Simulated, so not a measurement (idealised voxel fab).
process module | voxel transistor to metal
cross-section cut | 170 nm wide | cells 5 nm
A cross-section is a grid of square cells, given in bands from the top down. A band is one or more rows of cells.
Each band's line starts with the height of the band's top and of its bottom, in nm. Then come its materials from left to right, each with its width in nm. One material with "throughout" fills the band from edge to edge. "air" is empty space.
Height 0 is the level under which the wafer as received is all one material. The lowest band goes on downwards, as in "0 down".
A width such as "30 to 40" changes by the same amount from each row of cells to the next, from the band's top row to its bottom row.
"no change" after a step means that no cell of the cross-section changed.
closed voids: empty space of 8 cells or more with no open way to the top, each as width x height at its distance from the left edge, in nm
after a step's settings: what the simulator itself notes on the step
overlay nm, on a step with a mask: how far to the right of its planned place the mask lay; to the left if negative
plan
1 op RECEIVE | material Si
2 op CONFORMAL_DEP | material SiO2 | thk nm 5
3 op CONFORMAL_DEP | material SiN | thk nm 15
4 op MASKED_ETCH | tone cover | mask id ACTIVE | width nm 125 | etch materials SiN | depth nm 15 | overlay nm 0
5 op MASKED_ETCH | tone cover | mask id ACTIVE | width nm 125 | etch materials SiO2 | depth nm 5 | overlay nm 0
6 op MASKED_ETCH | tone cover | mask id ACTIVE | width nm 125 | etch materials Si | depth nm 35 | overlay nm 0
7 op FILL_DEP | material SiO2 | thk nm 10
8 op CMP | height nm 20
9 op SELECTIVE_ETCH | etch materials SiO2 | depth nm 10
10 op STRIP | etch materials SiN
11 op SELECTIVE_ETCH | etch materials SiO2 | depth nm 5
12 op OXIDIZE | depth nm 5
13 op DIRECTIONAL_DEP | material polySi | thk nm 20
14 op DIRECTIONAL_DEP | material SiCN | thk nm 10
15 op PATTERN | tone cover | mask id GATE | material resist | width nm 25 | thk nm 20 | overlay nm 0
16 op DIRECTIONAL_ETCH | etch materials SiCN | depth nm 20
17 op DIRECTIONAL_ETCH | etch materials polySi | depth nm 30
18 op STRIP | etch materials resist
19 op CONFORMAL_DEP | material SiO2 | thk nm 5
20 op DIRECTIONAL_ETCH | etch materials SiO2 | depth nm 5
21 op CONFORMAL_DEP | material SiN | thk nm 10
22 op DIRECTIONAL_ETCH | etch materials SiN | depth nm 10
23 op DIRECTIONAL_ETCH | etch materials SiO2 | depth nm 5
24 op DIRECTIONAL_ETCH | etch materials Si | depth nm 10
25 op EPI | material pSi | thk nm 15
26 op FILL_DEP | material SiO2 | thk nm 5
27 op CMP | height nm 30
28 op DIRECTIONAL_DEP | material SiO2 | thk nm 10
29 op MASKED_ETCH | tone open | mask id CONTACT | width nm 35 | pitch nm 70 | etch materials SiO2 | depth nm 30 | overlay nm 0
30 op CONFORMAL_DEP | material TiN | thk nm 5
31 op FILL_DEP | material W | thk nm 5
32 op CMP | height nm 40
33 op CONFORMAL_DEP | material SiCN | thk nm 5
34 op DIRECTIONAL_DEP | material SiO2 | thk nm 20
35 op DIRECTIONAL_DEP | material aC | thk nm 10
36 op PATTERN | tone open | mask id METAL_1 | material resist | width nm 20 | pitch nm 85 | thk nm 25 | overlay nm 0
37 op DIRECTIONAL_ETCH | etch materials aC | depth nm 10
38 op STRIP | etch materials resist
39 op DIRECTIONAL_ETCH | etch materials SiO2 | depth nm 20
40 op DIRECTIONAL_ETCH | etch materials SiCN | depth nm 5
41 op STRIP | etch materials aC
42 op CONFORMAL_DEP | material TiN | thk nm 5
43 op FILL_DEP | material Cu | thk nm 10
44 op CMP | height nm 65
45 op CONFORMAL_DEP | material SiCN | thk nm 5
as received, after step 1
  0 down: Si throughout
  closed voids: none
first wafer at the end, as planned
  70 to 65: SiCN throughout
  65 to 45: SiO2 30 | TiN 5 | Cu 10 | TiN 5 | SiO2 65 | TiN 5 | Cu 10 | TiN 5 | SiO2 35
  45 to 40: SiCN 30 | TiN 20 | SiCN 65 | TiN 20 | SiCN 35
  40 to 30: SiO2 30 | TiN 5 | W 25 to 15 | TiN 5 to 15 | SiO2 35 | TiN 5 to 15 | W 25 to 15 | TiN 5 | SiO2 35
  30 to 20: SiO2 30 | TiN 5 | W 15 | TiN 5 | SiN 10 | SiO2 5 | SiCN 25 | SiO2 5 | SiN 10 | TiN 5 | W 15 | TiN 5 | SiO2 35
  20 to 15: SiO2 30 | TiN 5 | W 15 | TiN 5 | SiN 10 | SiO2 5 | polySi 25 | SiO2 5 | SiN 10 | TiN 5 | W 15 | TiN 5 | SiO2 35
  15 to 10: SiO2 30 | TiN 25 | SiN 10 | SiO2 5 | polySi 25 | SiO2 5 | SiN 10 | TiN 25 | SiO2 35
  10 to 5: SiO2 25 | pSi 30 | SiN 10 | SiO2 5 | polySi 25 | SiO2 5 | SiN 10 | pSi 30 | SiO2 30
  5 to 0: SiO2 20 | SiN 10 | pSi 25 | SiN 10 | SiO2 5 | polySi 25 | SiO2 5 | SiN 10 | pSi 25 | SiN 10 | SiO2 25
  0 to -5: SiO2 30 | pSi 25 | SiO2 55 | pSi 25 | SiO2 35
  -5 to -15: SiO2 20 | Si 10 | pSi 25 | Si 55 | pSi 25 | Si 10 | SiO2 25
  -15 to -35: SiO2 20 | Si 125 | SiO2 25
  -35 down: Si throughout
  closed voids: none
second wafer at the end: like start, like plan, one mistake
  70 to 65: SiO2 throughout
  65 to 45: SiO2 30 | TiN 5 | Cu 10 | TiN 5 | SiO2 65 | TiN 5 | Cu 10 | TiN 5 | SiO2 35
  45 to 40: SiCN 30 | TiN 20 | SiCN 65 | TiN 20 | SiCN 35
  40 to 30: SiO2 30 | TiN 5 | W 25 to 15 | TiN 5 to 15 | SiO2 35 | TiN 5 to 15 | W 25 to 15 | TiN 5 | SiO2 35
  30 to 20: SiO2 30 | TiN 5 | W 15 | TiN 5 | SiN 10 | SiO2 5 | SiCN 25 | SiO2 5 | SiN 10 | TiN 5 | W 15 | TiN 5 | SiO2 35
  20 to 15: SiO2 30 | TiN 5 | W 15 | TiN 5 | SiN 10 | SiO2 5 | polySi 25 | SiO2 5 | SiN 10 | TiN 5 | W 15 | TiN 5 | SiO2 35
  15 to 10: SiO2 30 | TiN 25 | SiN 10 | SiO2 5 | polySi 25 | SiO2 5 | SiN 10 | TiN 25 | SiO2 35
  10 to 5: SiO2 25 | pSi 30 | SiN 10 | SiO2 5 | polySi 25 | SiO2 5 | SiN 10 | pSi 30 | SiO2 30
  5 to 0: SiO2 20 | SiN 10 | pSi 25 | SiN 10 | SiO2 5 | polySi 25 | SiO2 5 | SiN 10 | pSi 25 | SiN 10 | SiO2 25
  0 to -5: SiO2 30 | pSi 25 | SiO2 55 | pSi 25 | SiO2 35
  -5 to -15: SiO2 20 | Si 10 | pSi 25 | Si 55 | pSi 25 | Si 10 | SiO2 25
  -15 to -35: SiO2 20 | Si 125 | SiO2 25
  -35 down: Si throughout
  closed voids: none
what went wrong: step 45 ran as: op CONFORMAL_DEP | material SiO2 | thk nm 5
at the end the second wafer has, in cells: 34 fewer of SiCN | 34 more of SiO2
